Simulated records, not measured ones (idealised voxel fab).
You're looking at the process module voxel self aligned contacts.
We display cut, a cross-section 260 nm in width whose square cells are each 5 nm.
When this document writes out a cross-section, it uses a grid of square cells and lists it as bands, beginning at the top and moving down, with a band standing for one or more rows of cells. Band: top height; bottom height; in nm. Then, left to right: material with width in nm, for each material. "full width": a single material spanning edge to edge. "air": empty space. Height reference: 0 = level under which incoming wafer is all one material. Lowest band: no bottom, runs on downward, e.g. "z 0 and below". When a width is written as two numbers, as in "30..40", the first number is the width in the top row of cells of the band and the second is the width in its bottom row, and the width changes by the same amount from each row to the next. Any step labelled "no modification" changed none of the cells in the cross-section. Empty spaces counting at least 8 cells and having no open way to the top are listed in "Sealed internal voids". The notation width x height at distance is used for each, the distance being from the left edge and all three values in nm. It should be noted that, on the line of a given step, the content following the step's settings is a remark produced by the simulator itself with respect to that step. A step's line can hold "overlay nm"; with a mask on that step, the setting says how far right of the planned place the mask lay, while a negative setting says it lay to the left.

The process steps that were planned are listed below:
1 RECEIVE (material Si)
2 CONFORMAL_DEP (material SiO2; thk nm 5)
3 DIRECTIONAL_DEP (material polySi; thk nm 30)
4 DIRECTIONAL_DEP (material SiN; thk nm 25)
5 MASKED_ETCH (tone cover; mask id GATE; width nm 30; pitch nm 75; etch materials SiN; depth nm 25; overlay nm 0)
6 MASKED_ETCH (tone cover; mask id GATE; width nm 30; pitch nm 75; etch materials polySi; depth nm 30; overlay nm 0)
7 CONFORMAL_DEP (material SiN; thk nm 10)
8 DIRECTIONAL_ETCH (etch materials SiN; depth nm 10)
9 FILL_DEP (material SiO2; thk nm 15)
10 CMP (height nm 65)
11 MASKED_ETCH (tone open; mask id CONTACT; width nm 55; etch materials SiO2; depth nm 65; overlay nm 0)
12 CONFORMAL_DEP (material TiN; thk nm 5)
13 FILL_DEP (material W; thk nm 5)
14 CMP (height nm 65)
15 CONFORMAL_DEP (material SiN; thk nm 5)

So this is the incoming wafer in cross-section - it's already been through step 1:
> z 0 and below: Si full width
> Sealed internal voids: none

End-of-module XS, first of two wafers, run as planned:
> z 70 to 65: SiN full width
> z 65 to 60: SiO2 100 nm, TiN 20 nm, W 15 nm, TiN 20 nm, SiO2 105 nm
> z 60 to 35: SiO2 65 nm, SiN 50 nm, TiN 5 nm, W 15 nm, TiN 5 nm, SiN 50 nm, SiO2 70 nm
> z 35 to 5: SiO2 65 nm, SiN 10 nm, polySi 30 nm, SiN 10 nm, TiN 5 nm, W 15 nm, TiN 5 nm, SiN 10 nm, polySi 30 nm, SiN 10 nm, SiO2 70 nm
> z 5 to 0: SiO2 115 nm, TiN 25 nm, SiO2 120 nm
> z 0 and below: Si full width
> Sealed internal voids: none

What the second wafer looks like in cross-section once the module is done. Its start and its plan matched the first wafer's exactly; what differed was one mistake in how it was run:
> z 70 to 65: SiN full width
> z 65 to 60: SiO2 100 nm, TiN 55 nm, SiO2 105 nm
> z 60 to 35: SiN 85 nm, SiO2 10 nm, SiN 65 nm, SiO2 10 nm, SiN 90 nm
> z 35 to 5: polySi full width
> z 5 to 0: SiO2 full width
> z 0 and below: Si full width
> Sealed internal voids: none
Deviation from plan: it should be noted that step 5 was executed with settings other than those planned, the operation and settings actually applied being MASKED_ETCH (tone open; mask id GATE; width nm 30; pitch nm 75; etch materials SiN; depth nm 25; overlay nm 0)
End check, counted in cells, second wafer has more or fewer of these materials than the first: SiN: 92 more | SiO2: 272 fewer | TiN: 24 fewer | W: 36 fewer | polySi: 240 more
